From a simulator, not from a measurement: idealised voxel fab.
Herein follows the process module entitled voxel self aligned contacts.
The width of the displayed cross-section, cut, is 150 nm; its cells are square, with a size of 5 nm.
If you're reading a cross-section in this doc, picture square cells in a grid; it comes to you as bands, top ones listed first down to the bottom, and a band can be one or more rows of cells. Read a band's entry like this: the first values are the height of its top and the height of its bottom in nm, and what follows is the sequence of materials from left to right, each with its width in nm. Note that "air" is empty space, and that a single material marked "full width" reaches across the band from edge to edge. Height datum 0, below which the as-received substrate wafer is one material. Lowest band open at the bottom, running downward: "from 0 down". The two numbers in a width such as "30 to 40" mark its ends across the band: the first belongs to the top row of cells, the second to the bottom row, and from each row to the next the width moves by the same amount. Given "nothing was modified" for a step, no cell of the cross-section differs between before and after that step. Any empty space of 8 cells or more lacking an open way to the top shows up in "Closed internal voids" as width x height at distance, distance from the left edge, in nm. Post-settings text on a step line: simulator's own remark regarding the step. The line of a step may include "overlay nm". On a step with a mask, this value is how far to the right of its planned place the mask lay. A negative value means the mask lay to the left.
Process steps - plan:
- 1: RECEIVE,material Si
- 2: OXIDIZE,depth nm 5
- 3: DIRECTIONAL_DEP,material polySi,thk nm 30
- 4: DIRECTIONAL_DEP,material SiN,thk nm 20
- 5: MASKED_ETCH,tone cover,mask id GATE,width nm 35,pitch nm 70,etch materials SiN,depth nm 20,overlay nm 0
- 6: MASKED_ETCH,tone cover,mask id GATE,width nm 35,pitch nm 70,etch materials polySi,depth nm 30,overlay nm 0
- 7: CONFORMAL_DEP,material SiN,thk nm 5
- 8: DIRECTIONAL_ETCH,etch materials SiN,depth nm 5
- 9: FILL_DEP,material SiO2,thk nm 15
- 10: CMP,height nm 60
- 11: PATTERN,tone open,mask id CONTACT,material resist,width nm 45,thk nm 20,overlay nm 0
- 12: DIRECTIONAL_ETCH,etch materials SiO2,depth nm 65
- 13: STRIP,etch materials resist
- 14: CONFORMAL_DEP,material TiN,thk nm 5
- 15: FILL_DEP,material Ru,thk nm 10
- 16: CMP,height nm 60
- 17: CONFORMAL_DEP,material SiN,thk nm 5
As received, after step 1:
from 0 down | Si full width
Closed internal voids: none
End-of-module XS, first of two wafers, run as planned:
from 65 to 60 | SiN full width
from 60 to 50 | 50 SiO2 | 5 to 15 TiN | 35 to 15 Ru | 5 to 15 TiN | 55 SiO2
from 50 to 30 | 15 SiO2 | 45 SiN | 5 TiN | 15 Ru | 5 TiN | 45 SiN | 20 SiO2
from 30 to 0 | 15 SiO2 | 5 SiN | 35 polySi | 5 SiN | 5 TiN | 15 Ru | 5 TiN | 5 SiN | 35 polySi | 5 SiN | 20 SiO2
from 0 to -5 | 60 SiO2 | 25 TiN | 65 SiO2
from -5 down | Si full width
Closed internal voids: none
Here is the second of the two wafers cut open at the end of the module - same start, same plan as the first one, but we made one mistake running it:
from 65 to 60 | SiN full width
from 60 to 50 | 45 SiO2 | 5 to 20 TiN | 45 to 15 Ru | 5 to 20 TiN | 50 SiO2
from 50 to 30 | 15 SiO2 | 45 SiN | 5 TiN | 15 Ru | 5 TiN | 45 SiN | 20 SiO2
from 30 to 0 | 15 SiO2 | 5 SiN | 35 polySi | 5 SiN | 5 TiN | 15 Ru | 5 TiN | 5 SiN | 35 polySi | 5 SiN | 20 SiO2
from 0 to -5 | 60 SiO2 | 25 TiN | 65 SiO2
from -5 down | Si full width
Closed internal voids: none
Processing error: step 11 was not run as planned; what actually ran was PATTERN,tone open,mask id CONTACT,material resist,width nm 55,thk nm 20,overlay nm 0
Per the end-of-run cell counts, the second wafer holds more or fewer of some materials than the first: +2 Ru | -4 SiO2 | +2 TiN
